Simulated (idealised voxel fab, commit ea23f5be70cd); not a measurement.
A process module follows: voxel self aligned contacts.
The figure presents cross-section cut, which has a width of 175 nm and is divided into square cells with an edge length of 5 nm.
Square cells in a grid make up a cross-section in this document, and the grid is given as bands, listed from the top down, each one or more rows of cells. Top, bottom (nm), then materials left to right with widths (nm); lone material tagged "full width" fills the whole band edge to edge; "empty" = empty space. All heights in this document are referenced to 0, defined as the level beneath which the wafer, as received, consists entirely of one material. The lowest band is not bounded below; it extends indefinitely downward and is written in the form "z 0 and below". Note: "30->40" means the width goes from the first number (top row of the band) to the second number (bottom row) in equal steps per row of cells. "no modification" -> step changed no cross-section cell. So "Enclosed cavities" is basically the list of trapped voids: any empty space of 8 cells or more that can't reach the top through an opening. They're written width x height at distance, the distance being from the left edge, and it's all nm. Step line, after settings: the simulator's comment on this step. If you see "overlay nm" on a step's line and that step has a mask, it's telling you how far right of where it was planned the mask ended up; a negative number means it went left instead.

-- Here's what the planned process steps look like
1) RECEIVE with material Si
2) CONFORMAL_DEP with material SiO2, thk nm 5
3) DIRECTIONAL_DEP with material polySi, thk nm 25
4) DIRECTIONAL_DEP with material SiN, thk nm 15
5) DIRECTIONAL_DEP with material aC, thk nm 10
6) PATTERN with tone cover, mask id GATE, material resist, width nm 25, pitch nm 60, thk nm 25, overlay nm 0
7) DIRECTIONAL_ETCH with etch materials aC, depth nm 10
8) STRIP with etch materials resist
9) DIRECTIONAL_ETCH with etch materials SiN, depth nm 15
10) DIRECTIONAL_ETCH with etch materials polySi, depth nm 25
11) STRIP with etch materials aC
12) CONFORMAL_DEP with material SiN, thk nm 5
13) DIRECTIONAL_ETCH with etch materials SiN, depth nm 5
14) FILL_DEP with material SiO2, thk nm 15
15) CMP with height nm 50
16) MASKED_ETCH with tone open, mask id CONTACT, width nm 45, etch materials SiO2, depth nm 50, overlay nm 0
17) CONFORMAL_DEP with material TiN, thk nm 5
18) FILL_DEP with material W, thk nm 5
19) CMP with height nm 50
20) CONFORMAL_DEP with material SiCN, thk nm 5

-- Cross-section of the wafer upon arrival, representing the state reached after step 1
* z 0 and below: Si full width
* Enclosed cavities: none

-- Module complete - cross-section of the first of two wafers, run according to plan
* z 55 to 50: SiCN full width
* z 50 to 45: SiO2=65; TiN=15; W=15; TiN=15; SiO2=65
* z 45 to 30: SiO2=40; SiN=35; TiN=5; W=15; TiN=5; SiN=35; SiO2=40
* z 30 to 5: SiO2=40; SiN=5; polySi=25; SiN=5; TiN=5; W=15; TiN=5; SiN=5; polySi=25; SiN=5; SiO2=40
* z 5 to 0: SiO2=75; TiN=25; SiO2=75
* z 0 and below: Si full width
* Enclosed cavities: none

-- Cross-section, second wafer: same start as the first, same plan as the first, one mistake in running it; taken at the end of the module
* z 55 to 50: SiCN full width
* z 50 to 45: SiO2=65; TiN=10; W=25; TiN=10; SiO2=65
* z 45 to 30: SiO2=45; SiN=25; TiN=5; W=25; TiN=5; SiN=25; SiO2=45
* z 30 to 5: SiO2=45; SiN=5; polySi=15; SiN=5; TiN=5; W=25; TiN=5; SiN=5; polySi=15; SiN=5; SiO2=45
* z 5 to 0: SiO2=70; TiN=35; SiO2=70
* z 0 and below: Si full width
* Enclosed cavities: none
It is concluded that the wafer was processed incorrectly with respect to the plan, in that planned and actual differ for step 6; actual: PATTERN with tone cover, mask id GATE, material resist, width nm 15, pitch nm 60, thk nm 25, overlay nm 0
The final cell counts differ between the wafers, with the second having more or fewer of some materials than the first: SiN -12; SiO2 +14; W +18; polySi -20
